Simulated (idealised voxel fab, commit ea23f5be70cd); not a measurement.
This is a process module. Its name is voxel spacer lines.
cross-section cut | 175 nm wide | cells 5 nm
Format of a cross-section: grid, square cells. Given as bands. Order: top down. Band: one or more rows of cells.
The band entry comprises the height of the band's top followed by the height of its bottom, expressed in nm, and subsequently the band's materials from left to right, each stated together with its width in nm. Where a single material is marked with the word "everywhere", that material fills the band from edge to edge. The word "air" represents empty space.
Ref level 0: as-received wafer is one material below here. Bottom band extends down with no lower bound ("from 0 down").
A two-number width, for instance "30 to 40", indicates that the width is equal to the first number in the top row of the band and to the second number in the bottom row, and that it changes by a constant amount per row of cells.
Basically "identical to before" means that step didn't change any cell in the cross-section.
This entry, "Closed-off voids", enumerates those empty regions of no fewer than 8 cells that possess no open connection to the top. Each region is reported in the form width x height at distance, the distance being taken from the left edge, with all three quantities expressed in nm.
Heads up: the bit after the settings on a step's line is the simulator's remark on that step.
Regarding "overlay nm": on a step with a mask, it is the distance the mask lay to the right of its planned place; a negative value places it to the left.
## These are the steps we planned for the process
1,RECEIVE (material Si)
2,CONFORMAL_DEP (material Al2O3; thk nm 10)
3,DIRECTIONAL_DEP (material W; thk nm 15)
4,DIRECTIONAL_DEP (material polySi; thk nm 25)
5,PATTERN (tone cover; mask id MANDREL; material resist; width nm 20; pitch nm 60; thk nm 30; overlay nm 0)
6,DIRECTIONAL_ETCH (etch materials polySi; depth nm 25)
7,STRIP (etch materials resist)
8,CONFORMAL_DEP (material SiN; thk nm 10)
9,DIRECTIONAL_ETCH (etch materials SiN; depth nm 10)
10,STRIP (etch materials polySi)
11,DIRECTIONAL_ETCH (etch materials W; depth nm 15)
12,STRIP (etch materials SiN)
13,FILL_DEP (material SiO2; thk nm 10)
14,CMP (height nm 25)
## First of two wafers - as planned
## Cross-sectional view of the wafer in its as-received condition, corresponding to the state after step 1
  from 0 down: Si everywhere
  Closed-off voids: none
## Cross-section of the wafer subsequent to step 2
  from 10 to 0: Al2O3 everywhere
  below 0: unchanged
## Cross-section of the wafer subsequent to step 3
  from 25 to 10: W everywhere
  below 10: unchanged
## Cross-section of the wafer subsequent to step 4
  from 50 to 25: polySi everywhere
  below 25: unchanged
## Cross-section of the wafer subsequent to step 5
  from 80 to 50: 15 air, 20 resist, 40 air, 20 resist, 40 air, 20 resist, 20 air
  below 50: unchanged
## Cross-section of the wafer subsequent to step 6
  from 80 to 50: 15 air, 20 resist, 40 air, 20 resist, 40 air, 20 resist, 20 air
  from 50 to 25: 15 air, 20 polySi, 40 air, 20 polySi, 40 air, 20 polySi, 20 air
  below 25: unchanged
## Cross-section of the wafer subsequent to step 7
  from 50 to 25: 15 air, 20 polySi, 40 air, 20 polySi, 40 air, 20 polySi, 20 air
  below 25: unchanged
## Cross-section of the wafer subsequent to step 8
  from 60 to 50: 5 air, 40 SiN, 20 air, 40 SiN, 20 air, 40 SiN, 10 air
  from 50 to 35: 5 air, 10 SiN, 20 polySi, 10 SiN, 20 air, 10 SiN, 20 polySi, 10 SiN, 20 air, 10 SiN, 20 polySi, 10 SiN, 10 air
  from 35 to 25: 15 SiN, 20 polySi, 40 SiN, 20 polySi, 40 SiN, 20 polySi, 20 SiN
  below 25: unchanged
## Cross-section of the wafer subsequent to step 9
  from 50 to 25: 5 air, 10 SiN, 20 polySi, 10 SiN, 20 air, 10 SiN, 20 polySi, 10 SiN, 20 air, 10 SiN, 20 polySi, 10 SiN, 10 air
  below 25: unchanged
## Cross-section of the wafer subsequent to step 10
  from 50 to 25: 5 air, 10 SiN, 20 air, 10 SiN, 20 air, 10 SiN, 20 air, 10 SiN, 20 air, 10 SiN, 20 air, 10 SiN, 10 air
  below 25: unchanged
## Cross-section of the wafer subsequent to step 11
  from 50 to 25: 5 air, 10 SiN, 20 air, 10 SiN, 20 air, 10 SiN, 20 air, 10 SiN, 20 air, 10 SiN, 20 air, 10 SiN, 10 air
  from 25 to 10: 5 air, 10 W, 20 air, 10 W, 20 air, 10 W, 20 air, 10 W, 20 air, 10 W, 20 air, 10 W, 10 air
  below 10: unchanged
## Cross-section of the wafer subsequent to step 12
  from 25 to 10: 5 air, 10 W, 20 air, 10 W, 20 air, 10 W, 20 air, 10 W, 20 air, 10 W, 20 air, 10 W, 10 air
  below 10: unchanged
## Cross-section of the wafer subsequent to step 13
  from 35 to 25: SiO2 everywhere
  from 25 to 10: 5 SiO2, 10 W, 20 SiO2, 10 W, 20 SiO2, 10 W, 20 SiO2, 10 W, 20 SiO2, 10 W, 20 SiO2, 10 W, 10 SiO2
  below 10: unchanged
## Cross-section of the wafer subsequent to step 14
  from 25 to 10: 5 SiO2, 10 W, 20 SiO2, 10 W, 20 SiO2, 10 W, 20 SiO2, 10 W, 20 SiO2, 10 W, 20 SiO2, 10 W, 10 SiO2
  below 10: unchanged
## Here the second wafer is described. Its start and its plan were those of the first wafer. Its run contained one mistake. Up to and including step 1, it did exactly what the first wafer did
Cross-section: second wafer, time at which step 2 was scheduled to end: identical to before
## Cross-section: second wafer, time at which step 3 was scheduled to end
  from 15 to 0: W everywhere
  below 0: unchanged
## Cross-section: second wafer, time at which step 4 was scheduled to end
  from 40 to 15: polySi everywhere
  below 15: unchanged
## Cross-section: second wafer, time at which step 5 was scheduled to end
  from 70 to 40: 15 air, 20 resist, 40 air, 20 resist, 40 air, 20 resist, 20 air
  below 40: unchanged
## Cross-section: second wafer, time at which step 6 was scheduled to end
  from 70 to 40: 15 air, 20 resist, 40 air, 20 resist, 40 air, 20 resist, 20 air
  from 40 to 15: 15 air, 20 polySi, 40 air, 20 polySi, 40 air, 20 polySi, 20 air
  below 15: unchanged
## Cross-section: second wafer, time at which step 7 was scheduled to end
  from 40 to 15: 15 air, 20 polySi, 40 air, 20 polySi, 40 air, 20 polySi, 20 air
  below 15: unchanged
## Cross-section: second wafer, time at which step 8 was scheduled to end
  from 50 to 40: 5 air, 40 SiN, 20 air, 40 SiN, 20 air, 40 SiN, 10 air
  from 40 to 25: 5 air, 10 SiN, 20 polySi, 10 SiN, 20 air, 10 SiN, 20 polySi, 10 SiN, 20 air, 10 SiN, 20 polySi, 10 SiN, 10 air
  from 25 to 15: 15 SiN, 20 polySi, 40 SiN, 20 polySi, 40 SiN, 20 polySi, 20 SiN
  below 15: unchanged
## Cross-section: second wafer, time at which step 9 was scheduled to end
  from 40 to 15: 5 air, 10 SiN, 20 polySi, 10 SiN, 20 air, 10 SiN, 20 polySi, 10 SiN, 20 air, 10 SiN, 20 polySi, 10 SiN, 10 air
  below 15: unchanged
## Cross-section: second wafer, time at which step 10 was scheduled to end
  from 40 to 15: 5 air, 10 SiN, 20 air, 10 SiN, 20 air, 10 SiN, 20 air, 10 SiN, 20 air, 10 SiN, 20 air, 10 SiN, 10 air
  below 15: unchanged
## Cross-section: second wafer, time at which step 11 was scheduled to end
  from 40 to 15: 5 air, 10 SiN, 20 air, 10 SiN, 20 air, 10 SiN, 20 air, 10 SiN, 20 air, 10 SiN, 20 air, 10 SiN, 10 air
  from 15 to 0: 5 air, 10 W, 20 air, 10 W, 20 air, 10 W, 20 air, 10 W, 20 air, 10 W, 20 air, 10 W, 10 air
  below 0: unchanged
## Cross-section: second wafer, time at which step 12 was scheduled to end
  from 15 to 0: 5 air, 10 W, 20 air, 10 W, 20 air, 10 W, 20 air, 10 W, 20 air, 10 W, 20 air, 10 W, 10 air
  below 0: unchanged
## Cross-section: second wafer, time at which step 13 was scheduled to end
  from 25 to 15: SiO2 everywhere
  from 15 to 0: 5 SiO2, 10 W, 20 SiO2, 10 W, 20 SiO2, 10 W, 20 SiO2, 10 W, 20 SiO2, 10 W, 20 SiO2, 10 W, 10 SiO2
  below 0: unchanged
Cross-section: second wafer, time at which step 14 was scheduled to end: identical to before
It is concluded that the wafer was processed incorrectly with respect to the plan, in that step 2 of the plan was excluded from execution and never run
Final difference in cells, second wafer against first, listed per material as more or fewer: 70 fewer of Al2O3; 70 more of SiO2
